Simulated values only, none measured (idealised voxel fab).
process module | voxel released beams
cross-section cut | 295 nm wide | cells 5 nm
A cross-section is a grid of square cells, given in bands from the top down. A band is one or more rows of cells.
Each band's line starts with the height of the band's top and of its bottom, in nm. Then come its materials from left to right, each with its width in nm. One material with "throughout" fills the band from edge to edge. "air" is empty space.
Height 0 is the level under which the wafer as received is all one material. The lowest band goes on downwards, as in "0 down".
A width such as "30 to 40" changes by the same amount from each row of cells to the next, from the band's top row to its bottom row.
"no change" after a step means that no cell of the cross-section changed.
closed voids: empty space of 8 cells or more with no open way to the top, each as width x height at its distance from the left edge, in nm
after a step's settings: what the simulator itself notes on the step
overlay nm, on a step with a mask: how far to the right of its planned place the mask lay; to the left if negative
plan
1 op RECEIVE | material Si
2 op CONFORMAL_DEP | material Al2O3 | thk nm 10
3 op DIRECTIONAL_DEP | material SiO2 | thk nm 20
4 op MASKED_ETCH | tone open | mask id ANCHOR | width nm 35 | etch materials SiO2 | depth nm 20 | overlay nm 0
5 op CONFORMAL_DEP | material W | thk nm 10
6 op DIRECTIONAL_DEP | material aC | thk nm 15
7 op PATTERN | tone cover | mask id BEAM | material resist | width nm 115 | thk nm 35 | overlay nm 0
8 op DIRECTIONAL_ETCH | etch materials aC | depth nm 15
9 op STRIP | etch materials resist
10 op DIRECTIONAL_ETCH | etch materials W | depth nm 10
11 op STRIP | etch materials aC
12 op STRIP | etch materials SiO2
as received, after step 1
  0 down: Si throughout
  closed voids: none
first wafer at the end, as planned
  40 to 30: air 85 | W 15 | air 15 | W 85 | air 95
  30 to 20: air 90 | W 10 | air 15 | W 10 | air 170
  20 to 10: air 90 | W 35 | air 170
  10 to 0: Al2O3 throughout
  0 down: Si throughout
  closed voids: none
second wafer at the end: like start, like plan, one mistake
  0 down: Si throughout
  closed voids: none
what went wrong: step 2 ran as: op CONFORMAL_DEP | material SiO2 | thk nm 10
at the end the second wafer has, in cells: 118 fewer of Al2O3 | 62 fewer of W
